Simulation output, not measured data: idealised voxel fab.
process module | voxel plated lines
The figure presents cross-section cut, which has a width of 240 nm and is divided into square cells with an edge length of 5 nm.
This document writes a cross-section as a grid whose cells are square, and gives it as bands, listed from the top down; one or more rows of cells form a band.
Top height, bottom height, nm. Materials left to right, width each, nm. Single material + "all across" = fills band edge to edge. "blank" = empty.
The reference from which all heights are counted is 0, the level beneath which the as-received wafer is entirely one material; the lowest band, having no lower bound, proceeds downward and is written after the example "0 and below".
The two numbers in a width such as "30->40" mark its ends across the band: the first belongs to the top row of cells, the second to the bottom row, and from each row to the next the width moves by the same amount.
Key: "nothing different" - step with no changed cell in the cross-section.
You'll see "Entrapped voids" listing empty spaces that have no way open to the top, as long as they're 8 cells or more; the notation is width x height at distance, where the distance is from the left edge, and all of it is in nm.
Post-settings text on a step line: simulator's own remark regarding the step.
"overlay nm" answers the question of how far to the right of plan the mask lay on a step that has a mask, and when it is negative the answer is to the left.
Below is the list of planned process steps
| 1 | op RECEIVE | material Si |
| 2 | op CONFORMAL_DEP | material Al2O3 | thk nm 5 |
| 3 | op DIRECTIONAL_DEP | material TiN | thk nm 5 |
| 4 | op PATTERN | tone open | mask id LINES | material resist | width nm 20 | pitch nm 50 | thk nm 40 | overlay nm 0 |
| 5 | op EPI | material Ru | thk nm 10 |
| 6 | op EPI | material Ru | thk nm 10 |
| 7 | op EPI | material Ru | thk nm 5 |
| 8 | op STRIP | etch materials resist |
| 9 | op DIRECTIONAL_ETCH | etch materials TiN | depth nm 5 |
| 10 | op CONFORMAL_DEP | material SiO2 | thk nm 10 |
The first of a set of two wafers, run to plan
Wafer cross-section on receipt, i.e. after step 1
	0 and below: Si all across
	Entrapped voids: none
Wafer section view after processing step 2
	5 down to 0: Al2O3 all across
	At heights below 0, the structure remains unaltered.
Wafer section view after processing step 3
	10 down to 5: TiN all across
	At heights below 5, the structure remains unaltered.
Wafer section view after processing step 4
	50 down to 10: 35 of resist, then 20 of blank, then 30 of resist, then 20 of blank, then 30 of resist, then 20 of blank, then 30 of resist, then 20 of blank, then 35 of resist
	At heights below 10, the structure remains unaltered.
Wafer section view after processing step 5
	50 down to 20: 35 of resist, then 20 of blank, then 30 of resist, then 20 of blank, then 30 of resist, then 20 of blank, then 30 of resist, then 20 of blank, then 35 of resist
	20 down to 10: 35 of resist, then 20 of Ru, then 30 of resist, then 20 of Ru, then 30 of resist, then 20 of Ru, then 30 of resist, then 20 of Ru, then 35 of resist
	At heights below 10, the structure remains unaltered.
Wafer section view after processing step 6
	50 down to 30: 35 of resist, then 20 of blank, then 30 of resist, then 20 of blank, then 30 of resist, then 20 of blank, then 30 of resist, then 20 of blank, then 35 of resist
	30 down to 10: 35 of resist, then 20 of Ru, then 30 of resist, then 20 of Ru, then 30 of resist, then 20 of Ru, then 30 of resist, then 20 of Ru, then 35 of resist
	At heights below 10, the structure remains unaltered.
Wafer section view after processing step 7
	50 down to 35: 35 of resist, then 20 of blank, then 30 of resist, then 20 of blank, then 30 of resist, then 20 of blank, then 30 of resist, then 20 of blank, then 35 of resist
	35 down to 10: 35 of resist, then 20 of Ru, then 30 of resist, then 20 of Ru, then 30 of resist, then 20 of Ru, then 30 of resist, then 20 of Ru, then 35 of resist
	At heights below 10, the structure remains unaltered.
Wafer section view after processing step 8
	35 down to 10: 35 of blank, then 20 of Ru, then 30 of blank, then 20 of Ru, then 30 of blank, then 20 of Ru, then 30 of blank, then 20 of Ru, then 35 of blank
	At heights below 10, the structure remains unaltered.
Wafer section view after processing step 9
	35 down to 10: 35 of blank, then 20 of Ru, then 30 of blank, then 20 of Ru, then 30 of blank, then 20 of Ru, then 30 of blank, then 20 of Ru, then 35 of blank
	10 down to 5: 35 of blank, then 20 of TiN, then 30 of blank, then 20 of TiN, then 30 of blank, then 20 of TiN, then 30 of blank, then 20 of TiN, then 35 of blank
	At heights below 5, the structure remains unaltered.
Wafer section view after processing step 10
	45 down to 35: 25 of blank, then 40 of SiO2, then 10 of blank, then 40 of SiO2, then 10 of blank, then 40 of SiO2, then 10 of blank, then 40 of SiO2, then 25 of blank
	35 down to 15: 25 of blank, then 10 of SiO2, then 20 of Ru, then 10 of SiO2, then 10 of blank, then 10 of SiO2, then 20 of Ru, then 10 of SiO2, then 10 of blank, then 10 of SiO2, then 20 of Ru, then 10 of SiO2, then 10 of blank, then 10 of SiO2, then 20 of Ru, then 10 of SiO2, then 25 of blank
	15 down to 10: 35 of SiO2, then 20 of Ru, then 30 of SiO2, then 20 of Ru, then 30 of SiO2, then 20 of Ru, then 30 of SiO2, then 20 of Ru, then 35 of SiO2
	10 down to 5: 35 of SiO2, then 20 of TiN, then 30 of SiO2, then 20 of TiN, then 30 of SiO2, then 20 of TiN, then 30 of SiO2, then 20 of TiN, then 35 of SiO2
	At heights below 5, the structure remains unaltered.
Wafer two: like wafer one in start and plan, but with one mistake in execution; identical up to and including step 3
Second wafer, sectioned view, at step 4's planned end time
	50 down to 10: 35 of blank, then 20 of resist, then 30 of blank, then 20 of resist, then 30 of blank, then 20 of resist, then 30 of blank, then 20 of resist, then 35 of blank
	At heights below 10, the structure remains unaltered.
Second wafer, sectioned view, at step 5's planned end time
	50 down to 20: 35 of blank, then 20 of resist, then 30 of blank, then 20 of resist, then 30 of blank, then 20 of resist, then 30 of blank, then 20 of resist, then 35 of blank
	20 down to 10: 35 of Ru, then 20 of resist, then 30 of Ru, then 20 of resist, then 30 of Ru, then 20 of resist, then 30 of Ru, then 20 of resist, then 35 of Ru
	At heights below 10, the structure remains unaltered.
Second wafer, sectioned view, at step 6's planned end time
	50 down to 30: 35 of blank, then 20 of resist, then 30 of blank, then 20 of resist, then 30 of blank, then 20 of resist, then 30 of blank, then 20 of resist, then 35 of blank
	30 down to 10: 35 of Ru, then 20 of resist, then 30 of Ru, then 20 of resist, then 30 of Ru, then 20 of resist, then 30 of Ru, then 20 of resist, then 35 of Ru
	At heights below 10, the structure remains unaltered.
Second wafer, sectioned view, at step 7's planned end time
	50 down to 35: 35 of blank, then 20 of resist, then 30 of blank, then 20 of resist, then 30 of blank, then 20 of resist, then 30 of blank, then 20 of resist, then 35 of blank
	35 down to 10: 35 of Ru, then 20 of resist, then 30 of Ru, then 20 of resist, then 30 of Ru, then 20 of resist, then 30 of Ru, then 20 of resist, then 35 of Ru
	At heights below 10, the structure remains unaltered.
Second wafer, sectioned view, at step 8's planned end time
	35 down to 10: 35 of Ru, then 20 of blank, then 30 of Ru, then 20 of blank, then 30 of Ru, then 20 of blank, then 30 of Ru, then 20 of blank, then 35 of Ru
	At heights below 10, the structure remains unaltered.
Second wafer, sectioned view, at step 9's planned end time
	35 down to 10: 35 of Ru, then 20 of blank, then 30 of Ru, then 20 of blank, then 30 of Ru, then 20 of blank, then 30 of Ru, then 20 of blank, then 35 of Ru
	10 down to 5: 35 of TiN, then 20 of blank, then 30 of TiN, then 20 of blank, then 30 of TiN, then 20 of blank, then 30 of TiN, then 20 of blank, then 35 of TiN
	At heights below 5, the structure remains unaltered.
Second wafer, sectioned view, at step 10's planned end time
	45 down to 35: SiO2 all across
	35 down to 10: 35 of Ru, then 20 of SiO2, then 30 of Ru, then 20 of SiO2, then 30 of Ru, then 20 of SiO2, then 30 of Ru, then 20 of SiO2, then 35 of Ru
	10 down to 5: 35 of TiN, then 20 of SiO2, then 30 of TiN, then 20 of SiO2, then 30 of TiN, then 20 of SiO2, then 30 of TiN, then 20 of SiO2, then 35 of TiN
	At heights below 5, the structure remains unaltered.
Heads up, the wafer didn't run the way we planned it: rather than as planned, step 4 actually ran as op PATTERN | tone cover | mask id LINES | material resist | width nm 20 | pitch nm 50 | thk nm 40 | overlay nm 0
At the finish, the second wafer shows more or fewer cells for some materials than the first does: Ru +80; TiN +16
